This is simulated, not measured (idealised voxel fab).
process module | voxel transistor to metal
cross-section cut | 250 nm wide | cells 5 nm
A cross-section is a grid of square cells, given in bands from the top down. A band is one or more rows of cells.
Each band's line starts with the height of the band's top and of its bottom, in nm. Then come its materials from left to right, each with its width in nm. One material with "throughout" fills the band from edge to edge. "air" is empty space.
Height 0 is the level under which the wafer as received is all one material. The lowest band goes on downwards, as in "0 down".
A width such as "30 to 40" changes by the same amount from each row of cells to the next, from the band's top row to its bottom row.
"no change" after a step means that no cell of the cross-section changed.
closed voids: empty space of 8 cells or more with no open way to the top, each as width x height at its distance from the left edge, in nm
after a step's settings: what the simulator itself notes on the step
overlay nm, on a step with a mask: how far to the right of its planned place the mask lay; to the left if negative
plan
1 op RECEIVE | material Si
2 op OXIDIZE | depth nm 5
3 op CONFORMAL_DEP | material SiN | thk nm 15
4 op PATTERN | tone cover | mask id ACTIVE | material resist | width nm 100 | pitch nm 120 | thk nm 15 | overlay nm 0
5 op DIRECTIONAL_ETCH | etch materials SiN | depth nm 15
6 op DIRECTIONAL_ETCH | etch materials SiO2 | depth nm 5
7 op DIRECTIONAL_ETCH | etch materials Si | depth nm 35
8 op STRIP | etch materials resist
9 op OXIDIZE | depth nm 5
10 op FILL_DEP | material SiO2 | thk nm 5
11 op CMP | height nm 15
12 op SELECTIVE_ETCH | etch materials SiO2 | depth nm 15
13 op STRIP | etch materials SiN
14 op SELECTIVE_ETCH | etch materials SiO2 | depth nm 5
15 op OXIDIZE | depth nm 5
16 op DIRECTIONAL_DEP | material polySi | thk nm 30
17 op DIRECTIONAL_DEP | material SiCN | thk nm 10
18 op MASKED_ETCH | tone cover | mask id GATE | width nm 20 | pitch nm 120 | etch materials SiCN | depth nm 20 | overlay nm 0
19 op MASKED_ETCH | tone cover | mask id GATE | width nm 20 | pitch nm 120 | etch materials polySi | depth nm 40 | overlay nm 0
20 op CONFORMAL_DEP | material SiO2 | thk nm 5
21 op DIRECTIONAL_ETCH | etch materials SiO2 | depth nm 5
22 op CONFORMAL_DEP | material SiN | thk nm 5
23 op DIRECTIONAL_ETCH | etch materials SiN | depth nm 5
24 op DIRECTIONAL_ETCH | etch materials SiO2 | depth nm 5
25 op DIRECTIONAL_ETCH | etch materials Si | depth nm 15
26 op EPI | material pSi | thk nm 15
27 op FILL_DEP | material SiO2 | thk nm 10
28 op CMP | height nm 35
29 op DIRECTIONAL_DEP | material SiO2 | thk nm 15
30 op MASKED_ETCH | tone open | mask id CONTACT | width nm 20 | etch materials SiO2 | depth nm 60 | overlay nm 0
31 op CONFORMAL_DEP | material TiN | thk nm 5
32 op FILL_DEP | material Ru | thk nm 10
33 op CMP | height nm 50
34 op CONFORMAL_DEP | material SiN | thk nm 5
35 op DIRECTIONAL_DEP | material lowk | thk nm 25
36 op DIRECTIONAL_DEP | material aC | thk nm 10
37 op PATTERN | tone open | mask id METAL_1 | material resist | width nm 20 | thk nm 25 | overlay nm 0
38 op DIRECTIONAL_ETCH | etch materials aC | depth nm 10
39 op STRIP | etch materials resist
40 op DIRECTIONAL_ETCH | etch materials lowk | depth nm 25
41 op DIRECTIONAL_ETCH | etch materials SiN | depth nm 5
42 op STRIP | etch materials aC
43 op CONFORMAL_DEP | material TiN | thk nm 5
44 op FILL_DEP | material Cu | thk nm 5
45 op CMP | height nm 80
46 op CONFORMAL_DEP | material SiCN | thk nm 5
47 op DIRECTIONAL_DEP | material lowk | thk nm 25
48 op PATTERN | tone open | mask id METAL_2 | material resist | width nm 20 | pitch nm 120 | thk nm 20 | overlay nm 0
49 op DIRECTIONAL_ETCH | etch materials lowk | depth nm 15
50 op STRIP | etch materials resist
51 op PATTERN | tone open | mask id METAL_2_HOLES | material resist | width nm 15 | pitch nm 120 | thk nm 20 | overlay nm 0
52 op DIRECTIONAL_ETCH | etch materials lowk | depth nm 10
53 op DIRECTIONAL_ETCH | etch materials SiCN | depth nm 5
54 op STRIP | etch materials resist
55 op CONFORMAL_DEP | material TiN | thk nm 5
56 op FILL_DEP | material Cu | thk nm 10
57 op CMP | height nm 110
58 op CONFORMAL_DEP | material SiN | thk nm 5
first wafer, as planned
as received, after step 1
  0 down: Si throughout
  closed voids: none
after step 2
  0 to -5: SiO2 throughout
  below -5: unchanged
after step 3
  15 to 0: SiN throughout
  below 0: unchanged
after step 4
  30 to 15: air 15 | resist 100 | air 20 | resist 100 | air 15
  below 15: unchanged
after step 5
  30 to 15: air 15 | resist 100 | air 20 | resist 100 | air 15
  15 to 0: air 15 | SiN 100 | air 20 | SiN 100 | air 15
  below 0: unchanged
after step 6
  30 to 15: air 15 | resist 100 | air 20 | resist 100 | air 15
  15 to 0: air 15 | SiN 100 | air 20 | SiN 100 | air 15
  0 to -5: air 15 | SiO2 100 | air 20 | SiO2 100 | air 15
  below -5: unchanged
after step 7
  30 to 15: air 15 | resist 100 | air 20 | resist 100 | air 15
  15 to 0: air 15 | SiN 100 | air 20 | SiN 100 | air 15
  0 to -5: air 15 | SiO2 100 | air 20 | SiO2 100 | air 15
  -5 to -40: air 15 | Si 100 | air 20 | Si 100 | air 15
  below -40: unchanged
after step 8
  15 to 0: air 15 | SiN 100 | air 20 | SiN 100 | air 15
  below 0: unchanged
after step 9
  15 to 0: air 15 | SiN 100 | air 20 | SiN 100 | air 15
  0 to -5: air 15 | SiO2 100 | air 20 | SiO2 100 | air 15
  -5 to -40: air 15 | SiO2 5 | Si 90 | SiO2 5 | air 20 | SiO2 5 | Si 90 | SiO2 5 | air 15
  -40 to -45: SiO2 20 | Si 90 | SiO2 30 | Si 90 | SiO2 20
  below -45: unchanged
after step 10
  20 to 15: SiO2 throughout
  15 to 0: SiO2 15 | SiN 100 | SiO2 20 | SiN 100 | SiO2 15
  0 to -5: SiO2 throughout
  -5 to -45: SiO2 20 | Si 90 | SiO2 30 | Si 90 | SiO2 20
  below -45: unchanged
after step 11
  15 to 0: SiO2 15 | SiN 100 | SiO2 20 | SiN 100 | SiO2 15
  below 0: unchanged
after step 12
  15 to 0: air 15 | SiN 100 | air 20 | SiN 100 | air 15
  below 0: unchanged
after step 13
  0 to -5: SiO2 throughout
  below -5: unchanged
after step 14
  -5 to -45: SiO2 20 | Si 90 | SiO2 30 | Si 90 | SiO2 20
  below -45: unchanged
after step 15
  -5 to -10: SiO2 throughout
  below -10: unchanged
after step 16
  25 to -5: polySi throughout
  below -5: unchanged
after step 17
  35 to 25: SiCN throughout
  below 25: unchanged
after step 18
  35 to 25: air 55 | SiCN 20 | air 100 | SiCN 20 | air 55
  below 25: unchanged
after step 19
  35 to 25: air 55 | SiCN 20 | air 100 | SiCN 20 | air 55
  25 to -5: air 55 | polySi 20 | air 100 | polySi 20 | air 55
  below -5: unchanged
after step 20
  40 to 35: air 50 | SiO2 30 | air 90 | SiO2 30 | air 50
  35 to 25: air 50 | SiO2 5 | SiCN 20 | SiO2 5 | air 90 | SiO2 5 | SiCN 20 | SiO2 5 | air 50
  25 to 0: air 50 | SiO2 5 | polySi 20 | SiO2 5 | air 90 | SiO2 5 | polySi 20 | SiO2 5 | air 50
  0 to -5: SiO2 55 | polySi 20 | SiO2 100 | polySi 20 | SiO2 55
  below -5: unchanged
after step 21
  35 to 25: air 50 | SiO2 5 | SiCN 20 | SiO2 5 | air 90 | SiO2 5 | SiCN 20 | SiO2 5 | air 50
  25 to -5: air 50 | SiO2 5 | polySi 20 | SiO2 5 | air 90 | SiO2 5 | polySi 20 | SiO2 5 | air 50
  below -5: unchanged
after step 22
  40 to 35: air 45 | SiN 40 | air 80 | SiN 40 | air 45
  35 to 25: air 45 | SiN 5 | SiO2 5 | SiCN 20 | SiO2 5 | SiN 5 | air 80 | SiN 5 | SiO2 5 | SiCN 20 | SiO2 5 | SiN 5 | air 45
  25 to 0: air 45 | SiN 5 | SiO2 5 | polySi 20 | SiO2 5 | SiN 5 | air 80 | SiN 5 | SiO2 5 | polySi 20 | SiO2 5 | SiN 5 | air 45
  0 to -5: SiN 50 | SiO2 5 | polySi 20 | SiO2 5 | SiN 90 | SiO2 5 | polySi 20 | SiO2 5 | SiN 50
  below -5: unchanged
after step 23
  35 to 25: air 45 | SiN 5 | SiO2 5 | SiCN 20 | SiO2 5 | SiN 5 | air 80 | SiN 5 | SiO2 5 | SiCN 20 | SiO2 5 | SiN 5 | air 45
  25 to -5: air 45 | SiN 5 | SiO2 5 | polySi 20 | SiO2 5 | SiN 5 | air 80 | SiN 5 | SiO2 5 | polySi 20 | SiO2 5 | SiN 5 | air 45
  below -5: unchanged
after step 24
  35 to 30: air 45 | SiN 5 | air 5 | SiCN 20 | air 5 | SiN 5 | air 80 | SiN 5 | air 5 | SiCN 20 | air 5 | SiN 5 | air 45
  30 to 25: air 45 | SiN 5 | SiO2 5 | SiCN 20 | SiO2 5 | SiN 5 | air 80 | SiN 5 | SiO2 5 | SiCN 20 | SiO2 5 | SiN 5 | air 45
  25 to -5: air 45 | SiN 5 | SiO2 5 | polySi 20 | SiO2 5 | SiN 5 | air 80 | SiN 5 | SiO2 5 | polySi 20 | SiO2 5 | SiN 5 | air 45
  -5 to -10: air 45 | SiO2 40 | air 80 | SiO2 40 | air 45
  below -10: unchanged
after step 25
  35 to 30: air 45 | SiN 5 | air 5 | SiCN 20 | air 5 | SiN 5 | air 80 | SiN 5 | air 5 | SiCN 20 | air 5 | SiN 5 | air 45
  30 to 25: air 45 | SiN 5 | SiO2 5 | SiCN 20 | SiO2 5 | SiN 5 | air 80 | SiN 5 | SiO2 5 | SiCN 20 | SiO2 5 | SiN 5 | air 45
  25 to -5: air 45 | SiN 5 | SiO2 5 | polySi 20 | SiO2 5 | SiN 5 | air 80 | SiN 5 | SiO2 5 | polySi 20 | SiO2 5 | SiN 5 | air 45
  -5 to -10: air 45 | SiO2 40 | air 80 | SiO2 40 | air 45
  -10 to -25: SiO2 20 | air 25 | Si 40 | air 25 | SiO2 30 | air 25 | Si 40 | air 25 | SiO2 20
  below -25: unchanged
after step 26
  35 to 30: air 45 | SiN 5 | air 5 | SiCN 20 | air 5 | SiN 5 | air 80 | SiN 5 | air 5 | SiCN 20 | air 5 | SiN 5 | air 45
  30 to 25: air 45 | SiN 5 | SiO2 5 | SiCN 20 | SiO2 5 | SiN 5 | air 80 | SiN 5 | SiO2 5 | SiCN 20 | SiO2 5 | SiN 5 | air 45
  25 to 5: air 45 | SiN 5 | SiO2 5 | polySi 20 | SiO2 5 | SiN 5 | air 80 | SiN 5 | SiO2 5 | polySi 20 | SiO2 5 | SiN 5 | air 45
  5 to -5: air 30 | pSi 15 | SiN 5 | SiO2 5 | polySi 20 | SiO2 5 | SiN 5 | pSi 15 | air 50 | pSi 15 | SiN 5 | SiO2 5 | polySi 20 | SiO2 5 | SiN 5 | pSi 15 | air 30
  -5 to -10: air 30 | pSi 15 | SiO2 40 | pSi 15 | air 50 | pSi 15 | SiO2 40 | pSi 15 | air 30
  -10 to -25: SiO2 20 | pSi 25 | Si 40 | pSi 25 | SiO2 30 | pSi 25 | Si 40 | pSi 25 | SiO2 20
  below -25: unchanged
after step 27
  45 to 35: SiO2 throughout
  35 to 25: SiO2 45 | SiN 5 | SiO2 5 | SiCN 20 | SiO2 5 | SiN 5 | SiO2 80 | SiN 5 | SiO2 5 | SiCN 20 | SiO2 5 | SiN 5 | SiO2 45
  25 to 5: SiO2 45 | SiN 5 | SiO2 5 | polySi 20 | SiO2 5 | SiN 5 | SiO2 80 | SiN 5 | SiO2 5 | polySi 20 | SiO2 5 | SiN 5 | SiO2 45
  5 to -5: SiO2 30 | pSi 15 | SiN 5 | SiO2 5 | polySi 20 | SiO2 5 | SiN 5 | pSi 15 | SiO2 50 | pSi 15 | SiN 5 | SiO2 5 | polySi 20 | SiO2 5 | SiN 5 | pSi 15 | SiO2 30
  -5 to -10: SiO2 30 | pSi 15 | SiO2 40 | pSi 15 | SiO2 50 | pSi 15 | SiO2 40 | pSi 15 | SiO2 30
  below -10: unchanged
after step 28
  35 to 25: SiO2 45 | SiN 5 | SiO2 5 | SiCN 20 | SiO2 5 | SiN 5 | SiO2 80 | SiN 5 | SiO2 5 | SiCN 20 | SiO2 5 | SiN 5 | SiO2 45
  below 25: unchanged
after step 29
  50 to 35: SiO2 throughout
  below 35: unchanged
after step 30
  50 to 35: SiO2 20 | air 20 | SiO2 50 | air 20 | SiO2 30 | air 20 | SiO2 50 | air 20 | SiO2 20
  35 to 25: SiO2 20 | air 20 | SiO2 5 | SiN 5 | SiO2 5 | SiCN 20 | SiO2 5 | SiN 5 | SiO2 5 | air 20 | SiO2 30 | air 20 | SiO2 5 | SiN 5 | SiO2 5 | SiCN 20 | SiO2 5 | SiN 5 | SiO2 5 | air 20 | SiO2 20
  25 to 5: SiO2 20 | air 20 | SiO2 5 | SiN 5 | SiO2 5 | polySi 20 | SiO2 5 | SiN 5 | SiO2 5 | air 20 | SiO2 30 | air 20 | SiO2 5 | SiN 5 | SiO2 5 | polySi 20 | SiO2 5 | SiN 5 | SiO2 5 | air 20 | SiO2 20
  5 to -5: SiO2 20 | air 10 | pSi 15 | SiN 5 | SiO2 5 | polySi 20 | SiO2 5 | SiN 5 | pSi 15 | air 10 | SiO2 30 | air 10 | pSi 15 | SiN 5 | SiO2 5 | polySi 20 | SiO2 5 | SiN 5 | pSi 15 | air 10 | SiO2 20
  -5 to -10: SiO2 20 | air 10 | pSi 15 | SiO2 40 | pSi 15 | air 10 | SiO2 30 | air 10 | pSi 15 | SiO2 40 | pSi 15 | air 10 | SiO2 20
  below -10: unchanged
after step 31
  55 to 50: TiN 25 | air 10 | TiN 60 | air 10 | TiN 40 | air 10 | TiN 60 | air 10 | TiN 25
  50 to 35: SiO2 20 | TiN 5 | air 10 | TiN 5 | SiO2 50 | TiN 5 | air 10 | TiN 5 | SiO2 30 | TiN 5 | air 10 | TiN 5 | SiO2 50 | TiN 5 | air 10 | TiN 5 | SiO2 20
  35 to 25: SiO2 20 | TiN 5 | air 10 | TiN 5 | SiO2 5 | SiN 5 | SiO2 5 | SiCN 20 | SiO2 5 | SiN 5 | SiO2 5 | TiN 5 | air 10 | TiN 5 | SiO2 30 | TiN 5 | air 10 | TiN 5 | SiO2 5 | SiN 5 | SiO2 5 | SiCN 20 | SiO2 5 | SiN 5 | SiO2 5 | TiN 5 | air 10 | TiN 5 | SiO2 20
  25 to 10: SiO2 20 | TiN 5 | air 10 | TiN 5 | SiO2 5 | SiN 5 | SiO2 5 | polySi 20 | SiO2 5 | SiN 5 | SiO2 5 | TiN 5 | air 10 | TiN 5 | SiO2 30 | TiN 5 | air 10 | TiN 5 | SiO2 5 | SiN 5 | SiO2 5 | polySi 20 | SiO2 5 | SiN 5 | SiO2 5 | TiN 5 | air 10 | TiN 5 | SiO2 20
  10 to 5: SiO2 20 | TiN 20 | SiO2 5 | SiN 5 | SiO2 5 | polySi 20 | SiO2 5 | SiN 5 | SiO2 5 | TiN 20 | SiO2 30 | TiN 20 | SiO2 5 | SiN 5 | SiO2 5 | polySi 20 | SiO2 5 | SiN 5 | SiO2 5 | TiN 20 | SiO2 20
  5 to -5: SiO2 20 | TiN 10 | pSi 15 | SiN 5 | SiO2 5 | polySi 20 | SiO2 5 | SiN 5 | pSi 15 | TiN 10 | SiO2 30 | TiN 10 | pSi 15 | SiN 5 | SiO2 5 | polySi 20 | SiO2 5 | SiN 5 | pSi 15 | TiN 10 | SiO2 20
  -5 to -10: SiO2 20 | TiN 10 | pSi 15 | SiO2 40 | pSi 15 | TiN 10 | SiO2 30 | TiN 10 | pSi 15 | SiO2 40 | pSi 15 | TiN 10 | SiO2 20
  below -10: unchanged
after step 32
  65 to 55: Ru throughout
  55 to 50: TiN 25 | Ru 10 | TiN 60 | Ru 10 | TiN 40 | Ru 10 | TiN 60 | Ru 10 | TiN 25
  50 to 35: SiO2 20 | TiN 5 | Ru 10 | TiN 5 | SiO2 50 | TiN 5 | Ru 10 | TiN 5 | SiO2 30 | TiN 5 | Ru 10 | TiN 5 | SiO2 50 | TiN 5 | Ru 10 | TiN 5 | SiO2 20
  35 to 25: SiO2 20 | TiN 5 | Ru 10 | TiN 5 | SiO2 5 | SiN 5 | SiO2 5 | SiCN 20 | SiO2 5 | SiN 5 | SiO2 5 | TiN 5 | Ru 10 | TiN 5 | SiO2 30 | TiN 5 | Ru 10 | TiN 5 | SiO2 5 | SiN 5 | SiO2 5 | SiCN 20 | SiO2 5 | SiN 5 | SiO2 5 | TiN 5 | Ru 10 | TiN 5 | SiO2 20
  25 to 10: SiO2 20 | TiN 5 | Ru 10 | TiN 5 | SiO2 5 | SiN 5 | SiO2 5 | polySi 20 | SiO2 5 | SiN 5 | SiO2 5 | TiN 5 | Ru 10 | TiN 5 | SiO2 30 | TiN 5 | Ru 10 | TiN 5 | SiO2 5 | SiN 5 | SiO2 5 | polySi 20 | SiO2 5 | SiN 5 | SiO2 5 | TiN 5 | Ru 10 | TiN 5 | SiO2 20
  below 10: unchanged
after step 33
  50 to 35: SiO2 20 | TiN 5 | Ru 10 | TiN 5 | SiO2 50 | TiN 5 | Ru 10 | TiN 5 | SiO2 30 | TiN 5 | Ru 10 | TiN 5 | SiO2 50 | TiN 5 | Ru 10 | TiN 5 | SiO2 20
  below 35: unchanged
after step 34
  55 to 50: SiN throughout
  below 50: unchanged
after step 35
  80 to 55: lowk throughout
  below 55: unchanged
after step 36
  90 to 80: aC throughout
  below 80: unchanged
after step 37
  115 to 90: resist 20 | air 20 | resist 50 | air 20 | resist 30 | air 20 | resist 50 | air 20 | resist 20
  below 90: unchanged
after step 38
  105 to 90: resist 20 | air 20 | resist 50 | air 20 | resist 30 | air 20 | resist 50 | air 20 | resist 20
  90 to 80: aC 20 | air 20 | aC 50 | air 20 | aC 30 | air 20 | aC 50 | air 20 | aC 20
  below 80: unchanged
after step 39
  90 to 80: aC 20 | air 20 | aC 50 | air 20 | aC 30 | air 20 | aC 50 | air 20 | aC 20
  below 80: unchanged
after step 40
  90 to 80: aC 20 | air 20 | aC 50 | air 20 | aC 30 | air 20 | aC 50 | air 20 | aC 20
  80 to 55: lowk 20 | air 20 | lowk 50 | air 20 | lowk 30 | air 20 | lowk 50 | air 20 | lowk 20
  below 55: unchanged
after step 41
  90 to 80: aC 20 | air 20 | aC 50 | air 20 | aC 30 | air 20 | aC 50 | air 20 | aC 20
  80 to 55: lowk 20 | air 20 | lowk 50 | air 20 | lowk 30 | air 20 | lowk 50 | air 20 | lowk 20
  55 to 50: SiN 20 | air 20 | SiN 50 | air 20 | SiN 30 | air 20 | SiN 50 | air 20 | SiN 20
  below 50: unchanged
after step 42
  80 to 55: lowk 20 | air 20 | lowk 50 | air 20 | lowk 30 | air 20 | lowk 50 | air 20 | lowk 20
  below 55: unchanged
after step 43
  85 to 80: TiN 25 | air 10 | TiN 60 | air 10 | TiN 40 | air 10 | TiN 60 | air 10 | TiN 25
  80 to 55: lowk 20 | TiN 5 | air 10 | TiN 5 | lowk 50 | TiN 5 | air 10 | TiN 5 | lowk 30 | TiN 5 | air 10 | TiN 5 | lowk 50 | TiN 5 | air 10 | TiN 5 | lowk 20
  55 to 50: SiN 20 | TiN 20 | SiN 50 | TiN 20 | SiN 30 | TiN 20 | SiN 50 | TiN 20 | SiN 20
  below 50: unchanged
after step 44
  90 to 85: Cu throughout
  85 to 80: TiN 25 | Cu 10 | TiN 60 | Cu 10 | TiN 40 | Cu 10 | TiN 60 | Cu 10 | TiN 25
  80 to 55: lowk 20 | TiN 5 | Cu 10 | TiN 5 | lowk 50 | TiN 5 | Cu 10 | TiN 5 | lowk 30 | TiN 5 | Cu 10 | TiN 5 | lowk 50 | TiN 5 | Cu 10 | TiN 5 | lowk 20
  below 55: unchanged
after step 45
  80 to 55: lowk 20 | TiN 5 | Cu 10 | TiN 5 | lowk 50 | TiN 5 | Cu 10 | TiN 5 | lowk 30 | TiN 5 | Cu 10 | TiN 5 | lowk 50 | TiN 5 | Cu 10 | TiN 5 | lowk 20
  below 55: unchanged
after step 46
  85 to 80: SiCN throughout
  below 80: unchanged
after step 47
  110 to 85: lowk throughout
  below 85: unchanged
after step 48
  130 to 110: resist 20 | air 20 | resist 100 | air 20 | resist 90
  below 110: unchanged
after step 49
  130 to 110: resist 20 | air 20 | resist 100 | air 20 | resist 90
  110 to 95: lowk 20 | air 20 | lowk 100 | air 20 | lowk 90
  below 95: unchanged
after step 50
  110 to 95: lowk 20 | air 20 | lowk 100 | air 20 | lowk 90
  below 95: unchanged
after step 51
  130 to 110: resist 20 | air 15 | resist 105 | air 15 | resist 95
  110 to 95: lowk 20 | air 15 | resist 5 | lowk 100 | air 15 | resist 5 | lowk 90
  below 95: unchanged
after step 52
  130 to 110: resist 20 | air 15 | resist 105 | air 15 | resist 95
  110 to 95: lowk 20 | air 15 | resist 5 | lowk 100 | air 15 | resist 5 | lowk 90
  95 to 85: lowk 20 | air 15 | lowk 105 | air 15 | lowk 95
  below 85: unchanged
after step 53
  130 to 110: resist 20 | air 15 | resist 105 | air 15 | resist 95
  110 to 95: lowk 20 | air 15 | resist 5 | lowk 100 | air 15 | resist 5 | lowk 90
  95 to 85: lowk 20 | air 15 | lowk 105 | air 15 | lowk 95
  85 to 80: SiCN 20 | air 15 | SiCN 105 | air 15 | SiCN 95
  below 80: unchanged
after step 54
  110 to 95: lowk 20 | air 20 | lowk 100 | air 20 | lowk 90
  below 95: unchanged
after step 55
  115 to 110: TiN 25 | air 10 | TiN 110 | air 10 | TiN 95
  110 to 100: lowk 20 | TiN 5 | air 10 | TiN 5 | lowk 100 | TiN 5 | air 10 | TiN 5 | lowk 90
  100 to 95: lowk 20 | TiN 5 | air 5 | TiN 10 | lowk 100 | TiN 5 | air 5 | TiN 10 | lowk 90
  95 to 85: lowk 20 | TiN 5 | air 5 | TiN 5 | lowk 105 | TiN 5 | air 5 | TiN 5 | lowk 95
  85 to 80: SiCN 20 | TiN 15 | SiCN 105 | TiN 15 | SiCN 95
  below 80: unchanged
after step 56
  125 to 115: Cu throughout
  115 to 110: TiN 25 | Cu 10 | TiN 110 | Cu 10 | TiN 95
  110 to 100: lowk 20 | TiN 5 | Cu 10 | TiN 5 | lowk 100 | TiN 5 | Cu 10 | TiN 5 | lowk 90
  100 to 95: lowk 20 | TiN 5 | Cu 5 | TiN 10 | lowk 100 | TiN 5 | Cu 5 | TiN 10 | lowk 90
  95 to 85: lowk 20 | TiN 5 | Cu 5 | TiN 5 | lowk 105 | TiN 5 | Cu 5 | TiN 5 | lowk 95
  below 85: unchanged
after step 57
  110 to 100: lowk 20 | TiN 5 | Cu 10 | TiN 5 | lowk 100 | TiN 5 | Cu 10 | TiN 5 | lowk 90
  below 100: unchanged
after step 58
  115 to 110: SiN throughout
  below 110: unchanged
second wafer: like start, like plan, one mistake. Through step 36 it matches the first wafer
when step 37 should have ended
  115 to 90: resist 15 | air 30 | resist 40 | air 30 | resist 20 | air 30 | resist 40 | air 30 | resist 15
  below 90: unchanged
when step 38 should have ended
  105 to 90: resist 15 | air 30 | resist 40 | air 30 | resist 20 | air 30 | resist 40 | air 30 | resist 15
  90 to 80: aC 15 | air 30 | aC 40 | air 30 | aC 20 | air 30 | aC 40 | air 30 | aC 15
  below 80: unchanged
when step 39 should have ended
  90 to 80: aC 15 | air 30 | aC 40 | air 30 | aC 20 | air 30 | aC 40 | air 30 | aC 15
  below 80: unchanged
when step 40 should have ended
  90 to 80: aC 15 | air 30 | aC 40 | air 30 | aC 20 | air 30 | aC 40 | air 30 | aC 15
  80 to 55: lowk 15 | air 30 | lowk 40 | air 30 | lowk 20 | air 30 | lowk 40 | air 30 | lowk 15
  below 55: unchanged
when step 41 should have ended
  90 to 80: aC 15 | air 30 | aC 40 | air 30 | aC 20 | air 30 | aC 40 | air 30 | aC 15
  80 to 55: lowk 15 | air 30 | lowk 40 | air 30 | lowk 20 | air 30 | lowk 40 | air 30 | lowk 15
  55 to 50: SiN 15 | air 30 | SiN 40 | air 30 | SiN 20 | air 30 | SiN 40 | air 30 | SiN 15
  below 50: unchanged
when step 42 should have ended
  80 to 55: lowk 15 | air 30 | lowk 40 | air 30 | lowk 20 | air 30 | lowk 40 | air 30 | lowk 15
  below 55: unchanged
when step 43 should have ended
  85 to 80: TiN 20 | air 20 | TiN 50 | air 20 | TiN 30 | air 20 | TiN 50 | air 20 | TiN 20
  80 to 55: lowk 15 | TiN 5 | air 20 | TiN 5 | lowk 40 | TiN 5 | air 20 | TiN 5 | lowk 20 | TiN 5 | air 20 | TiN 5 | lowk 40 | TiN 5 | air 20 | TiN 5 | lowk 15
  55 to 50: SiN 15 | TiN 30 | SiN 40 | TiN 30 | SiN 20 | TiN 30 | SiN 40 | TiN 30 | SiN 15
  below 50: unchanged
when step 44 should have ended
  90 to 85: Cu throughout
  85 to 80: TiN 20 | Cu 20 | TiN 50 | Cu 20 | TiN 30 | Cu 20 | TiN 50 | Cu 20 | TiN 20
  80 to 55: lowk 15 | TiN 5 | Cu 20 | TiN 5 | lowk 40 | TiN 5 | Cu 20 | TiN 5 | lowk 20 | TiN 5 | Cu 20 | TiN 5 | lowk 40 | TiN 5 | Cu 20 | TiN 5 | lowk 15
  below 55: unchanged
when step 45 should have ended
  80 to 55: lowk 15 | TiN 5 | Cu 20 | TiN 5 | lowk 40 | TiN 5 | Cu 20 | TiN 5 | lowk 20 | TiN 5 | Cu 20 | TiN 5 | lowk 40 | TiN 5 | Cu 20 | TiN 5 | lowk 15
  below 55: unchanged
when step 46 should have ended
  85 to 80: SiCN throughout
  below 80: unchanged
when step 47 should have ended
  110 to 85: lowk throughout
  below 85: unchanged
when step 48 should have ended
  130 to 110: resist 20 | air 20 | resist 100 | air 20 | resist 90
  below 110: unchanged
when step 49 should have ended
  130 to 110: resist 20 | air 20 | resist 100 | air 20 | resist 90
  110 to 95: lowk 20 | air 20 | lowk 100 | air 20 | lowk 90
  below 95: unchanged
when step 50 should have ended
  110 to 95: lowk 20 | air 20 | lowk 100 | air 20 | lowk 90
  below 95: unchanged
when step 51 should have ended
  130 to 110: resist 20 | air 15 | resist 105 | air 15 | resist 95
  110 to 95: lowk 20 | air 15 | resist 5 | lowk 100 | air 15 | resist 5 | lowk 90
  below 95: unchanged
when step 52 should have ended
  130 to 110: resist 20 | air 15 | resist 105 | air 15 | resist 95
  110 to 95: lowk 20 | air 15 | resist 5 | lowk 100 | air 15 | resist 5 | lowk 90
  95 to 85: lowk 20 | air 15 | lowk 105 | air 15 | lowk 95
  below 85: unchanged
when step 53 should have ended
  130 to 110: resist 20 | air 15 | resist 105 | air 15 | resist 95
  110 to 95: lowk 20 | air 15 | resist 5 | lowk 100 | air 15 | resist 5 | lowk 90
  95 to 85: lowk 20 | air 15 | lowk 105 | air 15 | lowk 95
  85 to 80: SiCN 20 | air 15 | SiCN 105 | air 15 | SiCN 95
  below 80: unchanged
when step 54 should have ended
  110 to 95: lowk 20 | air 20 | lowk 100 | air 20 | lowk 90
  below 95: unchanged
when step 55 should have ended
  115 to 110: TiN 25 | air 10 | TiN 110 | air 10 | TiN 95
  110 to 100: lowk 20 | TiN 5 | air 10 | TiN 5 | lowk 100 | TiN 5 | air 10 | TiN 5 | lowk 90
  100 to 95: lowk 20 | TiN 5 | air 5 | TiN 10 | lowk 100 | TiN 5 | air 5 | TiN 10 | lowk 90
  95 to 85: lowk 20 | TiN 5 | air 5 | TiN 5 | lowk 105 | TiN 5 | air 5 | TiN 5 | lowk 95
  85 to 80: SiCN 20 | TiN 15 | SiCN 105 | TiN 15 | SiCN 95
  below 80: unchanged
when step 56 should have ended
  125 to 115: Cu throughout
  115 to 110: TiN 25 | Cu 10 | TiN 110 | Cu 10 | TiN 95
  110 to 100: lowk 20 | TiN 5 | Cu 10 | TiN 5 | lowk 100 | TiN 5 | Cu 10 | TiN 5 | lowk 90
  100 to 95: lowk 20 | TiN 5 | Cu 5 | TiN 10 | lowk 100 | TiN 5 | Cu 5 | TiN 10 | lowk 90
  95 to 85: lowk 20 | TiN 5 | Cu 5 | TiN 5 | lowk 105 | TiN 5 | Cu 5 | TiN 5 | lowk 95
  below 85: unchanged
when step 57 should have ended
  110 to 100: lowk 20 | TiN 5 | Cu 10 | TiN 5 | lowk 100 | TiN 5 | Cu 10 | TiN 5 | lowk 90
  below 100: unchanged
when step 58 should have ended
  115 to 110: SiN throughout
  below 110: unchanged
what went wrong: step 37 ran as: op PATTERN | tone open | mask id METAL_1 | material resist | width nm 30 | thk nm 25 | overlay nm 0
at the end the second wafer has, in cells: 40 more of Cu | 8 fewer of SiN | 8 more of TiN | 40 fewer of lowk
